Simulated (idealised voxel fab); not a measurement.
Herein follows the process module entitled voxel capacitor over wiring.
Pictured: cross-section cut, 260 nm wide, on a grid of 5 nm square cells.
We lay out every cross-section as a grid of square cells and spell it out in bands from the top down, where one band means one or more rows of cells. The entry gives the band's vertical extent as a top height and a bottom height in nm, then its horizontal make-up as materials from left to right, each with a width in nm. "air" stands for empty space; a single material marked "throughout" fills the band edge to edge. Height is counted from the level 0, under which the received wafer is composed throughout of one material. The lowest of the bands is not closed at the bottom but continues downward, in the notation "top 0, no bottom". You'd read "30->40" like this: the band's top row of cells is as wide as the first number, its bottom row is as wide as the second, and going down, every row changes width by the same amount as the row before did. "remained unchanged" (step): cross-section cells unchanged, all of them. Empty spaces without an open route to the top, at least 8 cells in extent, make up the entry "Cavities, closed"; each is given as width x height at distance, where the distance is measured from the left edge, and all are in nm. On each step's line, the part that comes after the settings is the simulator's own comment on the step. If you see "overlay nm" on a step's line and that step has a mask, it's telling you how far right of where it was planned the mask ended up; a negative number means it went left instead.

### Process steps - plan
step 1: RECEIVE [material Si]
step 2: CONFORMAL_DEP [material SiO2] [thk nm 15]
step 3: CONFORMAL_DEP [material SiCN] [thk nm 5]
step 4: DIRECTIONAL_DEP [material SiO2] [thk nm 15]
step 5: MASKED_ETCH [tone open] [mask id METAL_1] [width nm 30] [pitch nm 100] [etch materials SiO2] [depth nm 15] [overlay nm 0]
step 6: MASKED_ETCH [tone open] [mask id METAL_1] [width nm 30] [pitch nm 100] [etch materials SiCN] [depth nm 5] [overlay nm 0]
step 7: CONFORMAL_DEP [material TiN] [thk nm 5]
step 8: FILL_DEP [material Cu] [thk nm 5]
step 9: CMP [height nm 35]
step 10: EPI [material Ru] [thk nm 5]
step 11: FILL_DEP [material SiCN] [thk nm 5]
step 12: DIRECTIONAL_DEP [material SiO2] [thk nm 15]
step 13: MASKED_ETCH [tone open] [mask id PLUG_1] [width nm 15] [etch materials SiO2] [depth nm 15] [overlay nm 0]
step 14: MASKED_ETCH [tone open] [mask id PLUG_1] [width nm 15] [etch materials SiCN] [depth nm 5] [overlay nm 0]
step 15: EPI [material Ru] [thk nm 10]
step 16: EPI [material Ru] [thk nm 10]
step 17: DIRECTIONAL_DEP [material TiN] [thk nm 5]
step 18: DIRECTIONAL_DEP [material Al2O3] [thk nm 5]
step 19: DIRECTIONAL_DEP [material TiN] [thk nm 10]
step 20: MASKED_ETCH [tone cover] [mask id UPPER_PLATE] [width nm 75] [etch materials TiN] [depth nm 10] [overlay nm 0]
step 21: MASKED_ETCH [tone cover] [mask id UPPER_PLATE] [width nm 75] [etch materials Al2O3] [depth nm 5] [overlay nm 0]
step 22: PATTERN [tone cover] [mask id LOWER_PLATE] [material resist] [width nm 85] [thk nm 15] [overlay nm 0]
step 23: DIRECTIONAL_ETCH [etch materials TiN] [depth nm 5]
step 24: STRIP [etch materials resist]
step 25: FILL_DEP [material SiO2] [thk nm 20]
step 26: CMP [height nm 95]
step 27: PATTERN [tone open] [mask id PLUG_2] [material resist] [width nm 15] [thk nm 15] [overlay nm 0]
step 28: DIRECTIONAL_ETCH [etch materials SiO2] [depth nm 15]
step 29: STRIP [etch materials resist]
step 30: CONFORMAL_DEP [material TiN] [thk nm 5]
step 31: FILL_DEP [material Ru] [thk nm 10]
step 32: CMP [height nm 95]
step 33: CONFORMAL_DEP [material SiN] [thk nm 5]

### Cross-section: wafer on arrival = after step 1
    top 0, no bottom: Si throughout
    Cavities, closed: none

### Sectioned view, first of two wafers, at the close of the module, processed as intended in the plan
    top 100, bottom 95: SiN throughout
    top 95, bottom 85: SiO2: 90  TiN: 5  Ru: 5  TiN: 5  SiO2: 155
    top 85, bottom 80: SiO2: 90  TiN: 15  SiO2: 155
    top 80, bottom 70: SiO2: 80  TiN: 75  SiO2: 105
    top 70, bottom 65: SiO2: 80  Al2O3: 75  SiO2: 105
    top 65, bottom 60: SiO2: 75  TiN: 85  SiO2: 100
    top 60, bottom 45: SiO2: 80  Ru: 15  SiO2: 165
    top 45, bottom 40: SiCN: 80  Ru: 15  SiCN: 165
    top 40, bottom 35: SiCN: 60  Ru: 40  SiCN: 60  Ru: 40  SiCN: 60
    top 35, bottom 20: SiO2: 65  TiN: 5  Cu: 20  TiN: 5  SiO2: 70  TiN: 5  Cu: 20  TiN: 5  SiO2: 65
    top 20, bottom 15: SiCN: 65  TiN: 30  SiCN: 70  TiN: 30  SiCN: 65
    top 15, bottom 0: SiO2 throughout
    top 0, no bottom: Si throughout
    Cavities, closed: none

### Module end: cross-section of wafer two of two. Same start and process plan as the first wafer. One mistake during execution
    top 100, bottom 95: SiN throughout
    top 95, bottom 85: SiO2: 90  TiN: 5  Ru: 5  TiN: 5  SiO2: 155
    top 85, bottom 75: SiO2: 90->75  TiN: 15->70  SiO2: 155->115
    top 75, bottom 70: SiO2: 70  TiN: 75  SiO2: 115
    top 70, bottom 65: SiO2: 70  Al2O3: 85  SiO2: 105
    top 65, bottom 60: SiO2: 70  TiN: 90  SiO2: 100
    top 60, bottom 45: SiO2: 80  Ru: 15  SiO2: 165
    top 45, bottom 40: SiCN: 80  Ru: 15  SiCN: 165
    top 40, bottom 35: SiCN: 60  Ru: 40  SiCN: 60  Ru: 40  SiCN: 60
    top 35, bottom 20: SiO2: 65  TiN: 5  Cu: 20  TiN: 5  SiO2: 70  TiN: 5  Cu: 20  TiN: 5  SiO2: 65
    top 20, bottom 15: SiCN: 65  TiN: 30  SiCN: 70  TiN: 30  SiCN: 65
    top 15, bottom 0: SiO2 throughout
    top 0, no bottom: Si throughout
    Cavities, closed: none
Where did the run depart from the plan? step 20 ran as: MASKED_ETCH [tone cover] [mask id UPPER_PLATE] [width nm 75] [etch materials TiN] [depth nm 10] [overlay nm -10]
The closing comparison, in cells, has the second wafer with more or fewer of some materials than the first: 2 more of Al2O3, 2 fewer of SiO2
